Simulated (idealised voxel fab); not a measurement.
process module | voxel spacer lines
cross-section cut | 280 nm wide | cells 5 nm
A cross-section is a grid of square cells, given in bands from the top down. A band is one or more rows of cells.
Each band's line starts with the height of the band's top and of its bottom, in nm. Then come its materials from left to right, each with its width in nm. One material with "throughout" fills the band from edge to edge. "air" is empty space.
Height 0 is the level under which the wafer as received is all one material. The lowest band goes on downwards, as in "0 down".
A width such as "30 to 40" changes by the same amount from each row of cells to the next, from the band's top row to its bottom row.
"no change" after a step means that no cell of the cross-section changed.
closed voids: empty space of 8 cells or more with no open way to the top, each as width x height at its distance from the left edge, in nm
after a step's settings: what the simulator itself notes on the step
overlay nm, on a step with a mask: how far to the right of its planned place the mask lay; to the left if negative
plan
1 op RECEIVE | material Si
2 op CONFORMAL_DEP | material SiO2 | thk nm 5
3 op DIRECTIONAL_DEP | material TiN | thk nm 10
4 op DIRECTIONAL_DEP | material polySi | thk nm 25
5 op PATTERN | tone cover | mask id MANDREL | material resist | width nm 15 | pitch nm 50 | thk nm 30 | overlay nm 0
6 op DIRECTIONAL_ETCH | etch materials polySi | depth nm 25
7 op STRIP | etch materials resist
8 op CONFORMAL_DEP | material SiN | thk nm 10
9 op DIRECTIONAL_ETCH | etch materials SiN | depth nm 10
10 op STRIP | etch materials polySi
11 op DIRECTIONAL_ETCH | etch materials TiN | depth nm 10
12 op STRIP | etch materials SiN
as received, after step 1
  0 down: Si throughout
  closed voids: none
first wafer at the end, as planned
  15 to 5: air 70 | TiN 10 | air 15 | TiN 10 | air 15 | TiN 10 | air 15 | TiN 10 | air 15 | TiN 10 | air 15 | TiN 10 | air 75
  5 to 0: SiO2 throughout
  0 down: Si throughout
  closed voids: none
second wafer at the end: like start, like plan, one mistake
  40 to 15: air 70 | TiN 10 | polySi 15 | TiN 10 | air 15 | TiN 10 | polySi 15 | TiN 10 | air 15 | TiN 10 | polySi 15 | TiN 10 | air 75
  15 to 5: TiN throughout
  5 to 0: SiO2 throughout
  0 down: Si throughout
  closed voids: none
what went wrong: step 8 ran as: op CONFORMAL_DEP | material TiN | thk nm 10
at the end the second wafer has, in cells: 148 more of TiN | 45 more of polySi
